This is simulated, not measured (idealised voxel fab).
The process module that follows is named voxel ribs on slabs.
Displayed cross-section: cut, width of 155 nm, square cells sized 5 nm.
Square cells in a grid make up a cross-section in this document, and the grid is given as bands, listed from the top down, each one or more rows of cells. The entry gives the band's vertical extent as a top height and a bottom height in nm, then its horizontal make-up as materials from left to right, each with a width in nm. "empty" stands for empty space; a single material marked "all across" fills the band edge to edge. For the purposes of this specification, 0 denotes the height below which the wafer in its as-received condition is composed wholly of one material, and the lowermost band, lacking a lower limit, extends downward without end, as expressed in "0 nm and below". A two-number width, for instance "30 to 40", indicates that the width is equal to the first number in the top row of the band and to the second number in the bottom row, and that it changes by a constant amount per row of cells. "left unchanged" means the step left every cell of the cross-section as it was. Any empty space of 8 cells or more lacking an open way to the top shows up in "Entrapped void list" as width x height at distance, distance from the left edge, in nm. What comes after the settings on a step's line is commentary from the simulator itself on that step. overlay nm: how far to the right of its planned place the mask lay on this masked step (negative: to the left).

## So here's the lineup of process steps we planned
1: op RECEIVE | material Si
2: op DIRECTIONAL_DEP | material SiO2 | thk nm 25
3: op DIRECTIONAL_DEP | material SiN | thk nm 20
4: op PATTERN | tone cover | mask id RIB | material resist | width nm 15 | thk nm 15 | overlay nm 0
5: op DIRECTIONAL_ETCH | etch materials SiN | depth nm 5
6: op STRIP | etch materials resist
7: op PATTERN | tone cover | mask id SLAB | material resist | width nm 65 | thk nm 15 | overlay nm 0
8: op DIRECTIONAL_ETCH | etch materials SiN | depth nm 15
9: op STRIP | etch materials resist
10: op FILL_DEP | material SiO2 | thk nm 25
11: op CMP | height nm 60
12: op DIRECTIONAL_DEP | material TiN | thk nm 10
13: op MASKED_ETCH | tone cover | mask id HEATER | width nm 25 | etch materials TiN | depth nm 10 | overlay nm 0
14: op CONFORMAL_DEP | material SiO2 | thk nm 5

## As-received wafer cross-section (after step 1)
0 nm and below = Si all across
Entrapped void list: none

## The first of the two wafers as seen in cross-section once the module was finished; processing followed the plan
75 nm to 70 nm = 60 nm empty, 35 nm SiO2, 60 nm empty
70 nm to 65 nm = 60 nm empty, 5 nm SiO2, 25 nm TiN, 5 nm SiO2, 60 nm empty
65 nm to 60 nm = 65 nm SiO2, 25 nm TiN, 65 nm SiO2
60 nm to 45 nm = SiO2 all across
45 nm to 40 nm = 70 nm SiO2, 15 nm SiN, 70 nm SiO2
40 nm to 25 nm = 45 nm SiO2, 65 nm SiN, 45 nm SiO2
25 nm to 0 nm = SiO2 all across
0 nm and below = Si all across
Entrapped void list: none

## Wafer two (of two), end-of-module cross-section: start = wafer one, plan = wafer one, one run mistake
70 nm to 60 nm = 65 nm empty, 25 nm TiN, 65 nm empty
60 nm to 45 nm = SiO2 all across
45 nm to 40 nm = 70 nm SiO2, 15 nm SiN, 70 nm SiO2
40 nm to 25 nm = 45 nm SiO2, 65 nm SiN, 45 nm SiO2
25 nm to 0 nm = SiO2 all across
0 nm and below = Si all across
Entrapped void list: none
Finding, execution versus plan: step 14 of the plan: omitted, not performed
Bottom line after processing is that, in cells, the second wafer is up or down on some materials versus the first: SiO2 -35
